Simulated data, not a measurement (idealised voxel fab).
The following is a process module called voxel fin reveal.
For reference, the cross-section in this document is cut, with width 270 nm and square cells of 5 nm.
We lay out every cross-section as a grid of square cells and spell it out in bands from the top down, where one band means one or more rows of cells.
Band entry format. Leading values: height of top, height of bottom, nm. Remainder: materials in left-to-right order, each with its width in nm. Special words: "throughout" on a single material, which then fills the band edge to edge; "empty", empty space.
Where do heights start? At 0: under that level the wafer as delivered is made of one material only. And the lowest band has no floor; it just carries on downward, as in "0 nm and below".
When a width is written as two numbers, as in "30->40", the first number is the width in the top row of cells of the band and the second is the width in its bottom row, and the width changes by the same amount from each row to the next.
"identical to before" (step): cross-section cells unchanged, all of them.
"Sealed-off cavities": sealed empty spaces, 8 cells or more, no open way to top, listed width x height at distance, with distance from the left edge and width, height and distance in nm.
Past the settings on a step's line: simulator remark, on that step.
Each step line may optionally specify "overlay nm", which for a step with a mask gives the rightward distance between the mask's planned place and where it lay, a negative value indicating the leftward direction.
# Below is the list of planned process steps
| 1 | RECEIVE | material Si |
| 2 | CONFORMAL_DEP | material SiN | thk nm 5 |
| 3 | MASKED_ETCH | tone cover | mask id FINS | width nm 15 | pitch nm 40 | etch materials SiN | depth nm 5 | overlay nm 0 |
| 4 | MASKED_ETCH | tone cover | mask id FINS | width nm 15 | pitch nm 40 | etch materials Si | depth nm 30 | overlay nm 0 |
| 5 | OXIDIZE | depth nm 5 |
| 6 | FILL_DEP | material SiO2 | thk nm 10 |
| 7 | CMP | height nm 5 |
| 8 | SELECTIVE_ETCH | etch materials SiO2 | depth nm 20 |
| 9 | STRIP | etch materials SiN |
| 10 | CONFORMAL_DEP | material HfO2 | thk nm 5 |
It is noted that the wafers described herein are identical at the outset and are distinguished by the depth nm of step 4; the value stated in the plan corresponds to the first wafer.
# The first of several wafers, as received after step 1, seen in section
	0 nm and below: Si throughout
	Sealed-off cavities: none
# Quick look at the cross-section of the first of several wafers after step 10, which wraps up the module
	5 nm to 0 nm: empty (85), then HfO2 (15), then empty (25), then HfO2 (15), then empty (25), then HfO2 (15), then empty (90)
	0 nm to -10 nm: empty (85), then HfO2 (5), then Si (5), then HfO2 (5), then empty (25), then HfO2 (5), then Si (5), then HfO2 (5), then empty (25), then HfO2 (5), then Si (5), then HfO2 (5), then empty (90)
	-10 nm to -15 nm: HfO2 (90), then Si (5), then HfO2 (35), then Si (5), then HfO2 (35), then Si (5), then HfO2 (95)
	-15 nm to -35 nm: SiO2 (90), then Si (5), then SiO2 (35), then Si (5), then SiO2 (35), then Si (5), then SiO2 (95)
	-35 nm and below: Si throughout
	Sealed-off cavities: none
# Cross-sectional view of the final wafer of several at the module's end
	5 nm to 0 nm: empty (85), then HfO2 (15), then empty (25), then HfO2 (15), then empty (25), then HfO2 (15), then empty (90)
	0 nm to -10 nm: empty (85), then HfO2 (5), then Si (5), then HfO2 (5), then empty (25), then HfO2 (5), then Si (5), then HfO2 (5), then empty (25), then HfO2 (5), then Si (5), then HfO2 (5), then empty (90)
	-10 nm to -15 nm: HfO2 (90), then Si (5), then HfO2 (35), then Si (5), then HfO2 (35), then Si (5), then HfO2 (95)
	-15 nm to -60 nm: SiO2 (90), then Si (5), then SiO2 (35), then Si (5), then SiO2 (35), then Si (5), then SiO2 (95)
	-60 nm and below: Si throughout
	Sealed-off cavities: none
# Gained (+) or lost (-) cells of each material since receipt, then closed voids: one row per wafer, at the end of the module
depth nm 30, +72 HfO2, -357 Si, +204 SiO2, Sealed-off cavities: none
depth nm 35, +72 HfO2, -408 Si, +255 SiO2, Sealed-off cavities: none
depth nm 40, +72 HfO2, -459 Si, +306 SiO2, Sealed-off cavities: none
depth nm 45, +72 HfO2, -510 Si, +357 SiO2, Sealed-off cavities: none
depth nm 50, +72 HfO2, -561 Si, +408 SiO2, Sealed-off cavities: none
depth nm 55, +72 HfO2, -612 Si, +459 SiO2, Sealed-off cavities: none
